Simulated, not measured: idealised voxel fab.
The process module that follows is named voxel trench capacitor.
The width of the displayed cross-section, cut, is 280 nm; its cells are square, with a size of 5 nm.
Cross-sections here: square-cell grids, written as top-down lists of bands, a band being one or more rows of cells. Quick guide to a band line: top height, bottom height (nm) up front; then every material left to right with its width in nm. Only one material and it's marked "everywhere"? Then it fills the band edge to edge. And "air" just means empty space. Heights from 0 (as-received wafer is one material below). Bottom band endless downward, as "from 0 down". Graded width ("30..40"): value in top row of band = first number; value in bottom row = second number; row-to-row change constant. The designation "no alteration", where it is given for a processing step, indicates that no cell of the cross-section was altered in the course of that step. "Entrapped void list" means: voids of 8 cells or more that are shut off from the top with no open way through. Written width x height at distance, distance from the left edge, in nm. Post-settings text on a step line: simulator's own remark regarding the step. A step's line can hold "overlay nm"; with a mask on that step, the setting says how far right of the planned place the mask lay, while a negative setting says it lay to the left.
### The steps planned for the process are as follows
1 RECEIVE [material Si]
2 CONFORMAL_DEP [material SiN] [thk nm 10]
3 DIRECTIONAL_DEP [material aC] [thk nm 15]
4 PATTERN [tone open] [mask id TRENCH] [material resist] [width nm 30] [pitch nm 45] [thk nm 35] [overlay nm 0]
5 DIRECTIONAL_ETCH [etch materials aC] [depth nm 15]
6 STRIP [etch materials resist]
7 DIRECTIONAL_ETCH [etch materials SiN] [depth nm 10]
8 DIRECTIONAL_ETCH [etch materials Si] [depth nm 30]
9 STRIP [etch materials aC]
10 CONFORMAL_DEP [material HfO2] [thk nm 5]
11 CONFORMAL_DEP [material TiN] [thk nm 5]
12 FILL_DEP [material W] [thk nm 10]
13 CMP [height nm 10]
### So, the first of our two wafers, run just as we planned it
### So this is the incoming wafer in cross-section - it's already been through step 1
    from 0 down = Si everywhere
    Entrapped void list: none
### The wafer, seen in cross-section, after step 2
    from 10 to 0 = SiN everywhere
    Unchanged below 0.
### The wafer, seen in cross-section, after step 3
    from 25 to 10 = aC everywhere
    Unchanged below 10.
### The wafer, seen in cross-section, after step 4
    from 60 to 25 = resist 100 nm / air 30 nm / resist 15 nm / air 30 nm / resist 105 nm
    Unchanged below 25.
### The wafer, seen in cross-section, after step 5
    from 45 to 25 = resist 100 nm / air 30 nm / resist 15 nm / air 30 nm / resist 105 nm
    from 25 to 10 = aC 100 nm / air 30 nm / aC 15 nm / air 30 nm / aC 105 nm
    Unchanged below 10.
### The wafer, seen in cross-section, after step 6
    from 25 to 10 = aC 100 nm / air 30 nm / aC 15 nm / air 30 nm / aC 105 nm
    Unchanged below 10.
### The wafer, seen in cross-section, after step 7
    from 25 to 10 = aC 100 nm / air 30 nm / aC 15 nm / air 30 nm / aC 105 nm
    from 10 to 0 = SiN 100 nm / air 30 nm / SiN 15 nm / air 30 nm / SiN 105 nm
    Unchanged below 0.
### The wafer, seen in cross-section, after step 8
    from 25 to 10 = aC 100 nm / air 30 nm / aC 15 nm / air 30 nm / aC 105 nm
    from 10 to 0 = SiN 100 nm / air 30 nm / SiN 15 nm / air 30 nm / SiN 105 nm
    from 0 to -30 = Si 100 nm / air 30 nm / Si 15 nm / air 30 nm / Si 105 nm
    Unchanged below -30.
### The wafer, seen in cross-section, after step 9
    from 10 to 0 = SiN 100 nm / air 30 nm / SiN 15 nm / air 30 nm / SiN 105 nm
    Unchanged below 0.
### The wafer, seen in cross-section, after step 10
    from 15 to 10 = HfO2 105 nm / air 20 nm / HfO2 25 nm / air 20 nm / HfO2 110 nm
    from 10 to 0 = SiN 100 nm / HfO2 5 nm / air 20 nm / HfO2 5 nm / SiN 15 nm / HfO2 5 nm / air 20 nm / HfO2 5 nm / SiN 105 nm
    from 0 to -25 = Si 100 nm / HfO2 5 nm / air 20 nm / HfO2 5 nm / Si 15 nm / HfO2 5 nm / air 20 nm / HfO2 5 nm / Si 105 nm
    from -25 to -30 = Si 100 nm / HfO2 30 nm / Si 15 nm / HfO2 30 nm / Si 105 nm
    Unchanged below -30.
### The wafer, seen in cross-section, after step 11
    from 20 to 15 = TiN 110 nm / air 10 nm / TiN 35 nm / air 10 nm / TiN 115 nm
    from 15 to 10 = HfO2 105 nm / TiN 5 nm / air 10 nm / TiN 5 nm / HfO2 25 nm / TiN 5 nm / air 10 nm / TiN 5 nm / HfO2 110 nm
    from 10 to 0 = SiN 100 nm / HfO2 5 nm / TiN 5 nm / air 10 nm / TiN 5 nm / HfO2 5 nm / SiN 15 nm / HfO2 5 nm / TiN 5 nm / air 10 nm / TiN 5 nm / HfO2 5 nm / SiN 105 nm
    from 0 to -20 = Si 100 nm / HfO2 5 nm / TiN 5 nm / air 10 nm / TiN 5 nm / HfO2 5 nm / Si 15 nm / HfO2 5 nm / TiN 5 nm / air 10 nm / TiN 5 nm / HfO2 5 nm / Si 105 nm
    from -20 to -25 = Si 100 nm / HfO2 5 nm / TiN 20 nm / HfO2 5 nm / Si 15 nm / HfO2 5 nm / TiN 20 nm / HfO2 5 nm / Si 105 nm
    Unchanged below -25.
### The wafer, seen in cross-section, after step 12
    from 30 to 20 = W everywhere
    from 20 to 15 = TiN 110 nm / W 10 nm / TiN 35 nm / W 10 nm / TiN 115 nm
    from 15 to 10 = HfO2 105 nm / TiN 5 nm / W 10 nm / TiN 5 nm / HfO2 25 nm / TiN 5 nm / W 10 nm / TiN 5 nm / HfO2 110 nm
    from 10 to 0 = SiN 100 nm / HfO2 5 nm / TiN 5 nm / W 10 nm / TiN 5 nm / HfO2 5 nm / SiN 15 nm / HfO2 5 nm / TiN 5 nm / W 10 nm / TiN 5 nm / HfO2 5 nm / SiN 105 nm
    from 0 to -20 = Si 100 nm / HfO2 5 nm / TiN 5 nm / W 10 nm / TiN 5 nm / HfO2 5 nm / Si 15 nm / HfO2 5 nm / TiN 5 nm / W 10 nm / TiN 5 nm / HfO2 5 nm / Si 105 nm
    Unchanged below -20.
### The wafer, seen in cross-section, after step 13
    from 10 to 0 = SiN 100 nm / HfO2 5 nm / TiN 5 nm / W 10 nm / TiN 5 nm / HfO2 5 nm / SiN 15 nm / HfO2 5 nm / TiN 5 nm / W 10 nm / TiN 5 nm / HfO2 5 nm / SiN 105 nm
    Unchanged below 0.
### Second wafer, same starting state and plan as the first, one mistake in the run, identical through step 12
Cross-section of the second wafer at the time by which step 13 should have been completed according to the plan: no alteration
Short version of what went wrong: yeah, step 13 of the plan got skipped, never ran
It is noted that, at the conclusion of processing, the second wafer exhibits a higher or lower cell count for certain materials relative to the first: 48 more of HfO2; 56 more of TiN; 120 more of W
